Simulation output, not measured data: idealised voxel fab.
Process module, titled voxel trench capacitor
cross-section cut | 250 nm wide | cells 5 nm
This document writes a cross-section as a grid whose cells are square, and gives it as bands, listed from the top down; one or more rows of cells form a band.
Quick guide to a band line: top height, bottom height (nm) up front; then every material left to right with its width in nm. Only one material and it's marked "full width"? Then it fills the band edge to edge. And "air" just means empty space.
Height 0 is the level under which the wafer as received is all one material. The lowest band goes on downwards, as in "z 0 and below".
It should be noted that a width expressed as "30->40" varies in equal increments from row to row of cells within the band, taking the value of the first number at the top row and that of the second number at the bottom row.
The designation "no change", where it is given for a processing step, indicates that no cell of the cross-section was altered in the course of that step.
In the "Fully sealed voids" entry, you get each enclosed empty space of 8 cells or more, one with no open way to the top, written width x height at distance, distance from the left edge, in nm.
Post-settings text on a step line: simulator's own remark regarding the step.
Regarding "overlay nm": on a step with a mask, it is the distance the mask lay to the right of its planned place; a negative value places it to the left.
Planned process steps
1 RECEIVE,material Si
2 CONFORMAL_DEP,material SiN,thk nm 5
3 DIRECTIONAL_DEP,material aC,thk nm 10
4 PATTERN,tone open,mask id TRENCH,material resist,width nm 15,pitch nm 40,thk nm 25,overlay nm 0
5 DIRECTIONAL_ETCH,etch materials aC,depth nm 10
6 STRIP,etch materials resist
7 DIRECTIONAL_ETCH,etch materials SiN,depth nm 10
8 DIRECTIONAL_ETCH,etch materials Si,depth nm 40
9 STRIP,etch materials aC
10 CONFORMAL_DEP,material SiO2,thk nm 5
11 FILL_DEP,material polySi,thk nm 10
12 CMP,height nm 10
The wafers in this document start out alike and differ in the thk nm applied at step 2; the plan shows the value used for the first wafer.
First of several wafers (as received, post step 1), cross-sectional view
- z 0 and below  Si full width
- Fully sealed voids: none
Here is the cross-section of the first of several wafers at the end of the module, after its last step, step 12
- z 10 to 5  SiO2=80; polySi=5; SiO2=35; polySi=5; SiO2=35; polySi=5; SiO2=85
- z 5 to 0  SiN=75; SiO2=5; polySi=5; SiO2=5; SiN=25; SiO2=5; polySi=5; SiO2=5; SiN=25; SiO2=5; polySi=5; SiO2=5; SiN=80
- z 0 to -35  Si=75; SiO2=5; polySi=5; SiO2=5; Si=25; SiO2=5; polySi=5; SiO2=5; Si=25; SiO2=5; polySi=5; SiO2=5; Si=80
- z -35 to -40  Si=75; SiO2=15; Si=25; SiO2=15; Si=25; SiO2=15; Si=80
- z -40 and below  Si full width
- Fully sealed voids: none
The module's end: a cross-section of the last wafer
- z 10 to 0  SiN full width
- z 0 and below  Si full width
- Fully sealed voids: none
Quick key for the table: a row per wafer, taken at the end of the module. For each material it tells you how many cells the wafer gained (+) or lost (-) since it came in, and the closed voids come after
thk nm 5; -72 Si; +41 SiN; +104 SiO2; +27 polySi; Fully sealed voids: none
thk nm 10; -72 Si; +82 SiN; +63 SiO2; +27 polySi; Fully sealed voids: none
thk nm 15; +91 SiN; +9 SiO2; Fully sealed voids: none
thk nm 20; +100 SiN; Fully sealed voids: none
thk nm 25; +100 SiN; Fully sealed voids: none
